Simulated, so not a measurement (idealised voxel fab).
This is a process module. Its name is voxel ribs on slabs.
The figure presents cross-section cut, which has a width of 235 nm and is divided into square cells with an edge length of 5 nm.
Reading order for cross-sections: top band down to bottom band. Underlying form: a grid of square cells. Band size: one or more rows of cells. This entry defines a band. It first specifies the height of the band's top and the height of its bottom in nm, and then specifies the band's materials from left to right, stating each material with its width in nm. The word "all across" identifies a single material that fills the band from edge to edge, while the word "air" identifies empty space. Convention: height 0 is the level below which the wafer, as received, is all one material. The lowest band does not terminate at the bottom but continues downward, represented as "0 nm and below". Per-row width for "30 to 40": begins at first number (top row of band), ends at second number (bottom row), increment between rows held constant. No cell of the cross-section changed in a step that is given as "nothing got changed". The entry "Completely enclosed voids" lists the empty spaces that cover at least 8 cells and have no open path to the top. Each is written as width x height at distance, where the distance is measured from the left edge and all three values are in nm. Formally, on a step line, whatever follows the settings is a remark that the simulator itself makes on the step. overlay nm: right-of-plan distance of the mask on a masked step; negative values mean left-of-plan.

Set out below are the planned steps of the process
1: RECEIVE with material Si
2: DIRECTIONAL_DEP with material SiO2, thk nm 30
3: DIRECTIONAL_DEP with material SiN, thk nm 20
4: PATTERN with tone cover, mask id RIB, material resist, width nm 20, thk nm 20, overlay nm 0
5: DIRECTIONAL_ETCH with etch materials SiN, depth nm 10
6: STRIP with etch materials resist
7: PATTERN with tone cover, mask id SLAB, material resist, width nm 40, thk nm 20, overlay nm 0
8: DIRECTIONAL_ETCH with etch materials SiN, depth nm 10
9: STRIP with etch materials resist
10: FILL_DEP with material SiO2, thk nm 15
11: CMP with height nm 60
12: DIRECTIONAL_DEP with material TiN, thk nm 10
13: DIRECTIONAL_DEP with material aC, thk nm 10
14: PATTERN with tone cover, mask id HEATER, material resist, width nm 30, thk nm 30, overlay nm 0
15: DIRECTIONAL_ETCH with etch materials aC, depth nm 10
16: STRIP with etch materials resist
17: DIRECTIONAL_ETCH with etch materials TiN, depth nm 10
18: STRIP with etch materials aC
19: CONFORMAL_DEP with material SiN, thk nm 5
Keep in mind the plan's value for the width nm of step 7 comes from the first wafer; the wafers don't share that setting, but they do share the same starting point.

As received, i.e. after step 1: cross-section through the first of several wafers
0 nm and below | Si all across
Completely enclosed voids: none

Per wafer (row), end of module: delta in cells per material since receipt, (+) for gained, (-) for lost; closed voids after that
width nm 40, +75 SiN, +540 SiO2, +12 TiN, Completely enclosed voids: none
width nm 45, +77 SiN, +538 SiO2, +12 TiN, Completely enclosed voids: none
width nm 50, +79 SiN, +536 SiO2, +12 TiN, Completely enclosed voids: none
width nm 55, +81 SiN, +534 SiO2, +12 TiN, Completely enclosed voids: none
width nm 60, +83 SiN, +532 SiO2, +12 TiN, Completely enclosed voids: none
width nm 65, +85 SiN, +530 SiO2, +12 TiN, Completely enclosed voids: none
